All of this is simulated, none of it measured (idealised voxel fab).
The process module that follows is named voxel self aligned contacts.
The cross-section shown here is cut; it is 225 nm wide and divided into square cells measuring 5 nm on a side.
Square cells in a grid make up a cross-section in this document, and the grid is given as bands, listed from the top down, each one or more rows of cells. Heights first: top, then bottom, in nm. Then materials, left to right, each with a width in nm. "all across" on a single material: fills the band edge to edge. "empty": empty space. All heights in this document are referenced to 0, defined as the level beneath which the wafer, as received, consists entirely of one material. The lowest band is not bounded below; it extends indefinitely downward and is written in the form "top 0, no bottom". It should be noted that a width expressed as "30->40" varies in equal increments from row to row of cells within the band, taking the value of the first number at the top row and that of the second number at the bottom row. Basically "changes: none" means that step didn't change any cell in the cross-section. Empty spaces counting at least 8 cells and having no open way to the top are listed in "Fully enclosed voids". The notation width x height at distance is used for each, the distance being from the left edge and all three values in nm. Text after the settings on a step's line: the simulator's own remark on that step. overlay nm: how far to the right of its planned place the mask lay on this masked step (negative: to the left).

-- The planned process steps are enumerated hereunder
1) RECEIVE with material Si
2) CONFORMAL_DEP with material SiO2, thk nm 5
3) DIRECTIONAL_DEP with material polySi, thk nm 20
4) DIRECTIONAL_DEP with material SiN, thk nm 20
5) DIRECTIONAL_DEP with material aC, thk nm 15
6) PATTERN with tone cover, mask id GATE, material resist, width nm 35, pitch nm 75, thk nm 35, overlay nm 0
7) DIRECTIONAL_ETCH with etch materials aC, depth nm 15
8) STRIP with etch materials resist
9) DIRECTIONAL_ETCH with etch materials SiN, depth nm 20
10) DIRECTIONAL_ETCH with etch materials polySi, depth nm 20
11) STRIP with etch materials aC
12) CONFORMAL_DEP with material SiN, thk nm 10
13) DIRECTIONAL_ETCH with etch materials SiN, depth nm 10
14) FILL_DEP with material SiO2, thk nm 15
15) CMP with height nm 55
16) PATTERN with tone open, mask id CONTACT, material resist, width nm 50, thk nm 20, overlay nm 0
17) DIRECTIONAL_ETCH with etch materials SiO2, depth nm 55
18) STRIP with etch materials resist
19) CONFORMAL_DEP with material TiN, thk nm 5
20) FILL_DEP with material W, thk nm 10
21) CMP with height nm 55
22) CONFORMAL_DEP with material SiCN, thk nm 5

-- Delivered wafer in cross-section: state after step 1
    top 0, no bottom: Si all across
    Fully enclosed voids: none

-- Module complete, cross-section. Starting point and plan per above. One mistake made in running the module
    top 75, bottom 70: SiCN all across
    top 70, bottom 60: W all across
    top 60, bottom 55: TiN 90 | W 40 | TiN 95
    top 55, bottom 45: SiO2 85 | TiN 5->20 | W 40->10 | TiN 5->20 | SiO2 90
    top 45, bottom 25: SiO2 45 | SiN 55 | TiN 5 | W 10 | TiN 5 | SiN 55 | SiO2 50
    top 25, bottom 5: SiO2 45 | SiN 10 | polySi 35 | SiN 10 | TiN 5 | W 10 | TiN 5 | SiN 10 | polySi 35 | SiN 10 | SiO2 50
    top 5, bottom 0: SiO2 100 | TiN 20 | SiO2 105
    top 0, no bottom: Si all across
    Fully enclosed voids: none
Deviation from plan: the run left out plan step 21 entirely, so it was never executed
